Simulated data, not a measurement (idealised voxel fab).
The name of this process module is voxel plated lines.
Pictured: cross-section cut, 145 nm wide, on a grid of 5 nm square cells.
Cross-sections here: square-cell grids, written as top-down lists of bands, a band being one or more rows of cells. What a band's entry tells you: where the top is and where the bottom is, as heights in nm, and after that what lies inside, material by material from left to right, each with its width in nm. Empty space is written as the word "empty", and a single material marked with the word "full width" occupies the band from edge to edge. Note: height 0 marks the level under which the wafer is uniformly one material as received. Lowest band unbounded below, written "0 nm and below". The two numbers in a width such as "30..40" mark its ends across the band: the first belongs to the top row of cells, the second to the bottom row, and from each row to the next the width moves by the same amount. No cell of the cross-section changed in a step that is given as "everything unchanged". "Enclosed void listing" means: voids of 8 cells or more that are shut off from the top with no open way through. Written width x height at distance, distance from the left edge, in nm. Formally, on a step line, whatever follows the settings is a remark that the simulator itself makes on the step. "overlay nm" on a masked step: distance the mask lay right of its planned place, negative for left.
**These are the steps we planned for the process**
1. RECEIVE,material Si
2. CONFORMAL_DEP,material Al2O3,thk nm 10
3. DIRECTIONAL_DEP,material TiN,thk nm 5
4. PATTERN,tone open,mask id LINES,material resist,width nm 30,pitch nm 45,thk nm 20,overlay nm 0
5. EPI,material Ru,thk nm 5
6. STRIP,etch materials resist
7. DIRECTIONAL_ETCH,etch materials TiN,depth nm 5
8. CONFORMAL_DEP,material SiO2,thk nm 5
**Wafer as received: cross-section following step 1**
- 0 nm and below  Si full width
- Enclosed void listing: none
**Cross-sectional view of the first of the two wafers upon completion of the module, processed in accordance with the plan**
- 25 nm to 20 nm  empty: 30  SiO2: 40  empty: 5  SiO2: 40  empty: 30
- 20 nm to 15 nm  empty: 30  SiO2: 5  Ru: 30  SiO2: 5  empty: 5  SiO2: 5  Ru: 30  SiO2: 5  empty: 30
- 15 nm to 10 nm  SiO2: 35  TiN: 30  SiO2: 15  TiN: 30  SiO2: 35
- 10 nm to 0 nm  Al2O3 full width
- 0 nm and below  Si full width
- Enclosed void listing: none
**Wafer two, sectioned after the module: the first wafer's start, the first wafer's plan, and one mistake in how it was run**
- 20 nm to 15 nm  SiO2 full width
- 15 nm to 5 nm  Al2O3 full width
- 5 nm to 0 nm  TiN full width
- 0 nm and below  Si full width
- Enclosed void listing: none
Finding, execution versus plan: deviation from plan: step 3 and step 2 executed in one another's positions
Heads up, by the end the second wafer has more or fewer cells of some materials compared to the first: Ru -12; SiO2 -8; TiN +17
